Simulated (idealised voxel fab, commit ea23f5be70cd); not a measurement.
Module name: voxel self aligned contacts (process module)
Section cut is 225 nm wide and gridded with 5 nm square cells.
Just so we're on the same page, the cross-sections are grids of square cells, and they're listed out in bands top to bottom, each band one or more rows deep. A band entry consists of two parts. The first gives the height of the band's top and the height of its bottom, in nm. The rest lists the band's materials from left to right, each with its width in nm. A single material labelled with the word "throughout" fills the band from edge to edge, and the word "blank" marks empty space. Basically, 0 is our baseline, since under it the wafer straight out of the box is all one material. The bottom band has no lower end and keeps on going down, so it looks like "z 0 and below". The notation "30 to 40" denotes a width that varies across the rows of cells in the band, beginning at the first number in the top row, finishing at the second number in the bottom row, and changing by an identical amount from each row to the next. The designation "remained the same", where it is given for a processing step, indicates that no cell of the cross-section was altered in the course of that step. What "closed voids" gives you is every empty space of 8 cells or more that is cut off from the top. Each appears as width x height at distance, with the distance taken from the left edge and width, height and distance all in nm. Post-settings text on a step line: simulator's own remark regarding the step. overlay nm: on a step with a mask, how far right of its planned place the mask lay; negative means left.
### Here's what the planned process steps look like
| 1 | RECEIVE with material Si |
| 2 | OXIDIZE with depth nm 5 |
| 3 | DIRECTIONAL_DEP with material polySi, thk nm 25 |
| 4 | DIRECTIONAL_DEP with material SiN, thk nm 25 |
| 5 | DIRECTIONAL_DEP with material aC, thk nm 10 |
| 6 | PATTERN with tone cover, mask id GATE, material resist, width nm 35, pitch nm 80, thk nm 25, overlay nm 0 |
| 7 | DIRECTIONAL_ETCH with etch materials aC, depth nm 10 |
| 8 | STRIP with etch materials resist |
| 9 | DIRECTIONAL_ETCH with etch materials SiN, depth nm 25 |
| 10 | DIRECTIONAL_ETCH with etch materials polySi, depth nm 25 |
| 11 | STRIP with etch materials aC |
| 12 | CONFORMAL_DEP with material SiN, thk nm 10 |
| 13 | DIRECTIONAL_ETCH with etch materials SiN, depth nm 10 |
| 14 | FILL_DEP with material SiO2, thk nm 15 |
| 15 | CMP with height nm 60 |
| 16 | MASKED_ETCH with tone open, mask id CONTACT, width nm 65, pitch nm 80, etch materials SiO2, depth nm 65, overlay nm 0 |
| 17 | CONFORMAL_DEP with material TiN, thk nm 5 |
| 18 | FILL_DEP with material W, thk nm 10 |
| 19 | CMP with height nm 60 |
| 20 | CONFORMAL_DEP with material SiCN, thk nm 5 |
### Account of the first of two wafers, which was processed as intended
### The cross-section here shows the wafer as received, i.e. in its state after step 1
z 0 and below  Si throughout
closed voids: none
### State of the wafer after step 2, shown in cross-section
z 0 to -5  SiO2 throughout
Below -5, no change.
### State of the wafer after step 3, shown in cross-section
z 25 to 0  polySi throughout
Below 0, no change.
### State of the wafer after step 4, shown in cross-section
z 50 to 25  SiN throughout
Below 25, no change.
### State of the wafer after step 5, shown in cross-section
z 60 to 50  aC throughout
Below 50, no change.
### State of the wafer after step 6, shown in cross-section
z 85 to 60  blank 15; resist 35; blank 45; resist 35; blank 45; resist 35; blank 15
Below 60, no change.
### State of the wafer after step 7, shown in cross-section
z 75 to 60  blank 15; resist 35; blank 45; resist 35; blank 45; resist 35; blank 15
z 60 to 50  blank 15; aC 35; blank 45; aC 35; blank 45; aC 35; blank 15
Below 50, no change.
### State of the wafer after step 8, shown in cross-section
z 60 to 50  blank 15; aC 35; blank 45; aC 35; blank 45; aC 35; blank 15
Below 50, no change.
### State of the wafer after step 9, shown in cross-section
z 60 to 50  blank 15; aC 35; blank 45; aC 35; blank 45; aC 35; blank 15
z 50 to 25  blank 15; SiN 35; blank 45; SiN 35; blank 45; SiN 35; blank 15
Below 25, no change.
### State of the wafer after step 10, shown in cross-section
z 60 to 50  blank 15; aC 35; blank 45; aC 35; blank 45; aC 35; blank 15
z 50 to 25  blank 15; SiN 35; blank 45; SiN 35; blank 45; SiN 35; blank 15
z 25 to 0  blank 15; polySi 35; blank 45; polySi 35; blank 45; polySi 35; blank 15
Below 0, no change.
### State of the wafer after step 11, shown in cross-section
z 50 to 25  blank 15; SiN 35; blank 45; SiN 35; blank 45; SiN 35; blank 15
Below 25, no change.
### State of the wafer after step 12, shown in cross-section
z 60 to 25  blank 5; SiN 55; blank 25; SiN 55; blank 25; SiN 55; blank 5
z 25 to 10  blank 5; SiN 10; polySi 35; SiN 10; blank 25; SiN 10; polySi 35; SiN 10; blank 25; SiN 10; polySi 35; SiN 10; blank 5
z 10 to 0  SiN 15; polySi 35; SiN 45; polySi 35; SiN 45; polySi 35; SiN 15
Below 0, no change.
### State of the wafer after step 13, shown in cross-section
z 50 to 25  blank 5; SiN 55; blank 25; SiN 55; blank 25; SiN 55; blank 5
z 25 to 0  blank 5; SiN 10; polySi 35; SiN 10; blank 25; SiN 10; polySi 35; SiN 10; blank 25; SiN 10; polySi 35; SiN 10; blank 5
Below 0, no change.
### State of the wafer after step 14, shown in cross-section
z 65 to 50  SiO2 throughout
z 50 to 25  SiO2 5; SiN 55; SiO2 25; SiN 55; SiO2 25; SiN 55; SiO2 5
z 25 to 0  SiO2 5; SiN 10; polySi 35; SiN 10; SiO2 25; SiN 10; polySi 35; SiN 10; SiO2 25; SiN 10; polySi 35; SiN 10; SiO2 5
Below 0, no change.
### State of the wafer after step 15, shown in cross-section
z 60 to 50  SiO2 throughout
Below 50, no change.
### State of the wafer after step 16, shown in cross-section
z 60 to 50  SiO2 40; blank 65; SiO2 15; blank 65; SiO2 40
z 50 to 25  SiO2 5; SiN 55; blank 25; SiN 55; blank 25; SiN 55; SiO2 5
z 25 to 0  SiO2 5; SiN 10; polySi 35; SiN 10; blank 25; SiN 10; polySi 35; SiN 10; blank 25; SiN 10; polySi 35; SiN 10; SiO2 5
z 0 to -5  SiO2 60; blank 25; SiO2 55; blank 25; SiO2 60
Below -5, no change.
### State of the wafer after step 17, shown in cross-section
z 65 to 60  TiN 45; blank 55; TiN 25; blank 55; TiN 45
z 60 to 50  SiO2 40; TiN 5 to 25; blank 55 to 15; TiN 5 to 25; SiO2 15; TiN 5 to 25; blank 55 to 15; TiN 5 to 25; SiO2 40
z 50 to 25  SiO2 5; SiN 55; TiN 5; blank 15; TiN 5; SiN 55; TiN 5; blank 15; TiN 5; SiN 55; SiO2 5
z 25 to 0  SiO2 5; SiN 10; polySi 35; SiN 10; TiN 5; blank 15; TiN 5; SiN 10; polySi 35; SiN 10; TiN 5; blank 15; TiN 5; SiN 10; polySi 35; SiN 10; SiO2 5
z 0 to -5  SiO2 60; TiN 25; SiO2 55; TiN 25; SiO2 60
Below -5, no change.
### State of the wafer after step 18, shown in cross-section
z 75 to 65  W throughout
z 65 to 60  TiN 45; W 55; TiN 25; W 55; TiN 45
z 60 to 50  SiO2 40; TiN 5 to 25; W 55 to 15; TiN 5 to 25; SiO2 15; TiN 5 to 25; W 55 to 15; TiN 5 to 25; SiO2 40
z 50 to 25  SiO2 5; SiN 55; TiN 5; W 15; TiN 5; SiN 55; TiN 5; W 15; TiN 5; SiN 55; SiO2 5
z 25 to 0  SiO2 5; SiN 10; polySi 35; SiN 10; TiN 5; W 15; TiN 5; SiN 10; polySi 35; SiN 10; TiN 5; W 15; TiN 5; SiN 10; polySi 35; SiN 10; SiO2 5
Below 0, no change.
### State of the wafer after step 19, shown in cross-section
z 60 to 50  SiO2 40; TiN 5 to 25; W 55 to 15; TiN 5 to 25; SiO2 15; TiN 5 to 25; W 55 to 15; TiN 5 to 25; SiO2 40
Below 50, no change.
### State of the wafer after step 20, shown in cross-section
z 65 to 60  SiCN throughout
Below 60, no change.
### Second Wafer (Identical Start and Plan, One Processing Error; Matches First Wafer Through Step 12)
### What the second wafer looks like in cross-section when step 13 should have wrapped up
z 55 to 25  blank 5; SiN 55; blank 25; SiN 55; blank 25; SiN 55; blank 5
z 25 to 5  blank 5; SiN 10; polySi 35; SiN 10; blank 25; SiN 10; polySi 35; SiN 10; blank 25; SiN 10; polySi 35; SiN 10; blank 5
Below 5, no change.
### What the second wafer looks like in cross-section when step 14 should have wrapped up
z 70 to 55  SiO2 throughout
z 55 to 25  SiO2 5; SiN 55; SiO2 25; SiN 55; SiO2 25; SiN 55; SiO2 5
z 25 to 5  SiO2 5; SiN 10; polySi 35; SiN 10; SiO2 25; SiN 10; polySi 35; SiN 10; SiO2 25; SiN 10; polySi 35; SiN 10; SiO2 5
Below 5, no change.
### What the second wafer looks like in cross-section when step 15 should have wrapped up
z 60 to 55  SiO2 throughout
Below 55, no change.
### What the second wafer looks like in cross-section when step 16 should have wrapped up
z 60 to 55  SiO2 40; blank 65; SiO2 15; blank 65; SiO2 40
z 55 to 25  SiO2 5; SiN 55; blank 25; SiN 55; blank 25; SiN 55; SiO2 5
z 25 to 5  SiO2 5; SiN 10; polySi 35; SiN 10; blank 25; SiN 10; polySi 35; SiN 10; blank 25; SiN 10; polySi 35; SiN 10; SiO2 5
Below 5, no change.
### What the second wafer looks like in cross-section when step 17 should have wrapped up
z 65 to 60  TiN 45; blank 55; TiN 25; blank 55; TiN 45
z 60 to 55  SiO2 40; TiN 25; blank 15; TiN 25; SiO2 15; TiN 25; blank 15; TiN 25; SiO2 40
z 55 to 25  SiO2 5; SiN 55; TiN 5; blank 15; TiN 5; SiN 55; TiN 5; blank 15; TiN 5; SiN 55; SiO2 5
z 25 to 10  SiO2 5; SiN 10; polySi 35; SiN 10; TiN 5; blank 15; TiN 5; SiN 10; polySi 35; SiN 10; TiN 5; blank 15; TiN 5; SiN 10; polySi 35; SiN 10; SiO2 5
z 10 to 5  SiO2 5; SiN 10; polySi 35; SiN 10; TiN 25; SiN 10; polySi 35; SiN 10; TiN 25; SiN 10; polySi 35; SiN 10; SiO2 5
Below 5, no change.
### What the second wafer looks like in cross-section when step 18 should have wrapped up
z 75 to 65  W throughout
z 65 to 60  TiN 45; W 55; TiN 25; W 55; TiN 45
z 60 to 55  SiO2 40; TiN 25; W 15; TiN 25; SiO2 15; TiN 25; W 15; TiN 25; SiO2 40
z 55 to 25  SiO2 5; SiN 55; TiN 5; W 15; TiN 5; SiN 55; TiN 5; W 15; TiN 5; SiN 55; SiO2 5
z 25 to 10  SiO2 5; SiN 10; polySi 35; SiN 10; TiN 5; W 15; TiN 5; SiN 10; polySi 35; SiN 10; TiN 5; W 15; TiN 5; SiN 10; polySi 35; SiN 10; SiO2 5
Below 10, no change.
### What the second wafer looks like in cross-section when step 19 should have wrapped up
z 60 to 55  SiO2 40; TiN 25; W 15; TiN 25; SiO2 15; TiN 25; W 15; TiN 25; SiO2 40
Below 55, no change.
### What the second wafer looks like in cross-section when step 20 should have wrapped up
z 65 to 60  SiCN throughout
Below 60, no change.
The plan and the run diverged here: step 13 was run on a setting that differed from the plan, and what really ran there is DIRECTIONAL_ETCH with etch materials SiN, depth nm 5
The closing comparison, in cells, has the second wafer with more or fewer of some materials than the first: +45 SiN, -9 SiO2, -8 TiN, -28 W
